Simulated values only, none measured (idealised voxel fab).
Documented hereafter: the process module known as voxel ribs on slabs.
The figure presents cross-section cut, which has a width of 215 nm and is divided into square cells with an edge length of 5 nm.
Think of the cross-section as a grid of square cells. We describe it in bands, top to bottom, and each band covers one or more rows of those cells.
What a band's entry tells you: where the top is and where the bottom is, as heights in nm, and after that what lies inside, material by material from left to right, each with its width in nm. Empty space is written as the word "blank", and a single material marked with the word "edge to edge" occupies the band from edge to edge.
The level at which height equals 0 is the one under which the wafer, as it arrives, is entirely one material. No lower edge exists for the bottom band, which continues downward and is notated as in "0 nm and below".
The two numbers in a width such as "30->40" mark its ends across the band: the first belongs to the top row of cells, the second to the bottom row, and from each row to the next the width moves by the same amount.
"no modifications" after a step means that no cell of the cross-section changed.
So "Closed void register" is basically the list of trapped voids: any empty space of 8 cells or more that can't reach the top through an opening. They're written width x height at distance, the distance being from the left edge, and it's all nm.
Text after the settings on a step's line: the simulator's own remark on that step.
overlay nm: mask right of planned place by this much (step with mask). Neg. = left.

-- Process steps - plan
| 1 | RECEIVE,material Si |
| 2 | DIRECTIONAL_DEP,material SiO2,thk nm 25 |
| 3 | DIRECTIONAL_DEP,material SiN,thk nm 15 |
| 4 | PATTERN,tone cover,mask id RIB,material resist,width nm 25,thk nm 15,overlay nm 0 |
| 5 | DIRECTIONAL_ETCH,etch materials SiN,depth nm 5 |
| 6 | STRIP,etch materials resist |
| 7 | PATTERN,tone cover,mask id SLAB,material resist,width nm 55,thk nm 15,overlay nm 0 |
| 8 | DIRECTIONAL_ETCH,etch materials SiN,depth nm 10 |
| 9 | STRIP,etch materials resist |
| 10 | FILL_DEP,material SiO2,thk nm 25 |
| 11 | CMP,height nm 60 |
| 12 | DIRECTIONAL_DEP,material TiN,thk nm 10 |
| 13 | DIRECTIONAL_DEP,material aC,thk nm 15 |
| 14 | PATTERN,tone cover,mask id HEATER,material resist,width nm 35,thk nm 35,overlay nm 0 |
| 15 | DIRECTIONAL_ETCH,etch materials aC,depth nm 15 |
| 16 | STRIP,etch materials resist |
| 17 | DIRECTIONAL_ETCH,etch materials TiN,depth nm 10 |
| 18 | STRIP,etch materials aC |
| 19 | CONFORMAL_DEP,material SiO2,thk nm 10 |

-- As-received wafer cross-section (after step 1)
  0 nm and below: Si edge to edge
  Closed void register: none

-- Cross-sectional image of the first of two wafers at the end of the module, the run having proceeded as planned
  80 nm to 70 nm: blank 80  SiO2 55  blank 80
  70 nm to 60 nm: SiO2 90  TiN 35  SiO2 90
  60 nm to 40 nm: SiO2 edge to edge
  40 nm to 35 nm: SiO2 95  SiN 25  SiO2 95
  35 nm to 25 nm: SiO2 80  SiN 55  SiO2 80
  25 nm to 0 nm: SiO2 edge to edge
  0 nm and below: Si edge to edge
  Closed void register: none

-- Cross-sectional view: second of two wafers, end of module; start and plan identical to the first, one mistake in running
  80 nm to 75 nm: blank 80  SiO2 55  blank 80
  75 nm to 70 nm: SiO2 edge to edge
  70 nm to 65 nm: SiO2 90  TiN 35  SiO2 90
  65 nm to 60 nm: TiN edge to edge
  60 nm to 40 nm: SiO2 edge to edge
  40 nm to 35 nm: SiO2 95  SiN 25  SiO2 95
  35 nm to 25 nm: SiO2 80  SiN 55  SiO2 80
  25 nm to 0 nm: SiO2 edge to edge
  0 nm and below: Si edge to edge
  Closed void register: none
In executing the process, a mistake was made relative to the plan: rather than as planned, step 17 actually ran as DIRECTIONAL_ETCH,etch materials TiN,depth nm 5
Final cells, second wafer relative to first, materials higher or lower: 4 fewer of SiO2 | 36 more of TiN
